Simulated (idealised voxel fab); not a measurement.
This section sets out a process module, namely voxel ribs on slabs.
Shown is cross-section cut, with a width of 275 nm and square cells of size 5 nm.
How to read a cross-section here: the picture is a grid of square cells, written as bands going from the top down, and any band can span one or more rows of cells.
Look at the band entry: it leads with the top's height and the bottom's height in nm. Then it lists the materials left to right, with a width in nm for each. The word "everywhere" on a single material says that material fills the band edge to edge. The word "empty" is empty space.
Heights are reckoned from 0. Under this level, the received wafer is all of one material. The bottommost band is open-ended downward, for example "0..down".
Quick explanation for "30->40": the width changes in equal steps down the rows of cells, from the first number in the band's top row to the second number in its bottom row.
Where a step carries "nothing was modified", the cross-section came out of it unchanged, cell for cell.
Basically, "Closed void entries" tells you about the enclosed voids: empty spaces with no open way to the top, 8 cells or bigger, each written width x height at distance, where distance is from the left edge, all in nm.
On each step's line, the part that comes after the settings is the simulator's own comment on the step.
overlay nm: on a step with a mask, how far right of its planned place the mask lay; negative means left.

-- Below is the list of planned process steps
| 1 | RECEIVE with material Si |
| 2 | DIRECTIONAL_DEP with material SiO2, thk nm 20 |
| 3 | DIRECTIONAL_DEP with material SiN, thk nm 20 |
| 4 | MASKED_ETCH with tone cover, mask id RIB, width nm 25, etch materials SiN, depth nm 10, overlay nm -15 |
| 5 | MASKED_ETCH with tone cover, mask id SLAB, width nm 55, etch materials SiN, depth nm 10, overlay nm 0 |
| 6 | FILL_DEP with material SiO2, thk nm 25 |
| 7 | CMP with height nm 60 |
| 8 | DIRECTIONAL_DEP with material TiN, thk nm 5 |
| 9 | PATTERN with tone cover, mask id HEATER, material resist, width nm 35, thk nm 20, overlay nm 0 |
| 10 | DIRECTIONAL_ETCH with etch materials TiN, depth nm 5 |
| 11 | STRIP with etch materials resist |
| 12 | CONFORMAL_DEP with material SiN, thk nm 10 |
Every wafer here starts from the same state; it is the step 4 overlay nm that distinguishes them, and the value the plan gives belongs to the first wafer.

-- first wafer as received, after step 1
  0..down = Si everywhere
  Closed void entries: none

-- Here is how to read the rows: every wafer has a row, and it shows the wafer at the end of the module, giving for each material how many cells were gained (+) or lost (-) since the wafer was received, then listing its closed voids
overlay nm -15 | +146 SiN | +628 SiO2 | +7 TiN | Closed void entries: none
overlay nm -10 | +146 SiN | +628 SiO2 | +7 TiN | Closed void entries: none
overlay nm -5 | +146 SiN | +628 SiO2 | +7 TiN | Closed void entries: none
overlay nm 0 | +146 SiN | +628 SiO2 | +7 TiN | Closed void entries: none
overlay nm 5 | +146 SiN | +628 SiO2 | +7 TiN | Closed void entries: none
overlay nm 10 | +146 SiN | +628 SiO2 | +7 TiN | Closed void entries: none
overlay nm 15 | +146 SiN | +628 SiO2 | +7 TiN | Closed void entries: none
